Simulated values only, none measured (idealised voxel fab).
Herein follows the process module entitled voxel self aligned vias.
Section shown: cut. Width: 220 nm. Cell size: 5 nm, square.
When this document writes out a cross-section, it uses a grid of square cells and lists it as bands, beginning at the top and moving down, with a band standing for one or more rows of cells.
Each band's line starts with the height of the band's top and of its bottom, in nm. Then come its materials from left to right, each with its width in nm. One material with "all across" fills the band from edge to edge. "air" is empty space.
The reference from which all heights are counted is 0, the level beneath which the as-received wafer is entirely one material; the lowest band, having no lower bound, proceeds downward and is written after the example "z 0 and below".
Note: "30..40" means the width goes from the first number (top row of the band) to the second number (bottom row) in equal steps per row of cells.
You'll sometimes find "no modification" written for a step, and that's the way of saying that nowhere in the cross-section did a cell change during that step.
"Fully enclosed voids" lists enclosed empty spaces (at least 8 cells, no open path upward to the top), each as width x height at distance from the left edge, in nm.
Heads up: the bit after the settings on a step's line is the simulator's remark on that step.
overlay nm: right-of-plan distance of the mask on a masked step; negative values mean left-of-plan.

## Steps planned for the process
1) RECEIVE: material Si
2) CONFORMAL_DEP: material SiO2, thk nm 10
3) CONFORMAL_DEP: material SiCN, thk nm 5
4) DIRECTIONAL_DEP: material SiO2, thk nm 25
5) PATTERN: tone open, mask id LINES, material resist, width nm 20, pitch nm 50, thk nm 15, overlay nm 0
6) DIRECTIONAL_ETCH: etch materials SiO2, depth nm 25
7) STRIP: etch materials resist
8) CONFORMAL_DEP: material TiN, thk nm 5
9) FILL_DEP: material W, thk nm 10
10) CMP: height nm 40
11) SELECTIVE_ETCH: etch materials W Ru TiN, depth nm 5
12) FILL_DEP: material SiN, thk nm 10
13) CMP: height nm 40
14) DIRECTIONAL_DEP: material SiO2, thk nm 15
15) MASKED_ETCH: tone open, mask id VIAS, width nm 30, pitch nm 100, etch materials SiO2, depth nm 15, overlay nm 0
16) MASKED_ETCH: tone open, mask id VIAS, width nm 30, pitch nm 100, etch materials SiN, depth nm 5, overlay nm 0
17) CONFORMAL_DEP: material TiN, thk nm 5
18) FILL_DEP: material Ru, thk nm 10
19) CMP: height nm 55
20) CONFORMAL_DEP: material SiN, thk nm 5

## So this is the incoming wafer in cross-section - it's already been through step 1
* z 0 and below = Si all across
* Fully enclosed voids: none

## First of two wafers at the end of the module, shown in cross-section; run carried out as planned
* z 60 to 55 = SiN all across
* z 55 to 45 = 45 SiO2, 5 TiN, 20 Ru, 5 TiN, 70 SiO2, 5 TiN, 20 Ru, 5 TiN, 45 SiO2
* z 45 to 40 = 45 SiO2, 10 TiN, 10 Ru, 10 TiN, 70 SiO2, 10 TiN, 10 Ru, 10 TiN, 45 SiO2
* z 40 to 35 = 50 SiO2, 20 TiN, 30 SiO2, 20 SiN, 30 SiO2, 20 TiN, 50 SiO2
* z 35 to 20 = 50 SiO2, 5 TiN, 10 W, 5 TiN, 30 SiO2, 5 TiN, 10 W, 5 TiN, 30 SiO2, 5 TiN, 10 W, 5 TiN, 50 SiO2
* z 20 to 15 = 50 SiO2, 20 TiN, 30 SiO2, 20 TiN, 30 SiO2, 20 TiN, 50 SiO2
* z 15 to 10 = SiCN all across
* z 10 to 0 = SiO2 all across
* z 0 and below = Si all across
* Fully enclosed voids: none

## Cross-section of the latter of the two wafers at module completion. It had an identical start and an identical plan to the former; in running it, one mistake was made
* z 60 to 55 = SiN all across
* z 55 to 45 = 45 SiO2, 5 TiN, 20 Ru, 5 TiN, 70 SiO2, 5 TiN, 20 Ru, 5 TiN, 45 SiO2
* z 45 to 40 = 45 SiO2, 15 TiN, 10 Ru, 5 TiN, 70 SiO2, 15 TiN, 10 Ru, 5 TiN, 45 SiO2
* z 40 to 35 = 55 SiO2, 20 TiN, 30 SiO2, 20 SiN, 30 SiO2, 20 TiN, 45 SiO2
* z 35 to 20 = 55 SiO2, 5 TiN, 10 W, 5 TiN, 30 SiO2, 5 TiN, 10 W, 5 TiN, 30 SiO2, 5 TiN, 10 W, 5 TiN, 45 SiO2
* z 20 to 15 = 55 SiO2, 20 TiN, 30 SiO2, 20 TiN, 30 SiO2, 20 TiN, 45 SiO2
* z 15 to 10 = SiCN all across
* z 10 to 0 = SiO2 all across
* z 0 and below = Si all across
* Fully enclosed voids: none
What broke from the plan during processing? step 5 did not happen as planned, as run it was PATTERN: tone open, mask id LINES, material resist, width nm 20, pitch nm 50, thk nm 15, overlay nm 5
The two final wafers agree on how many cells each material fills and disagree on which cells those are.
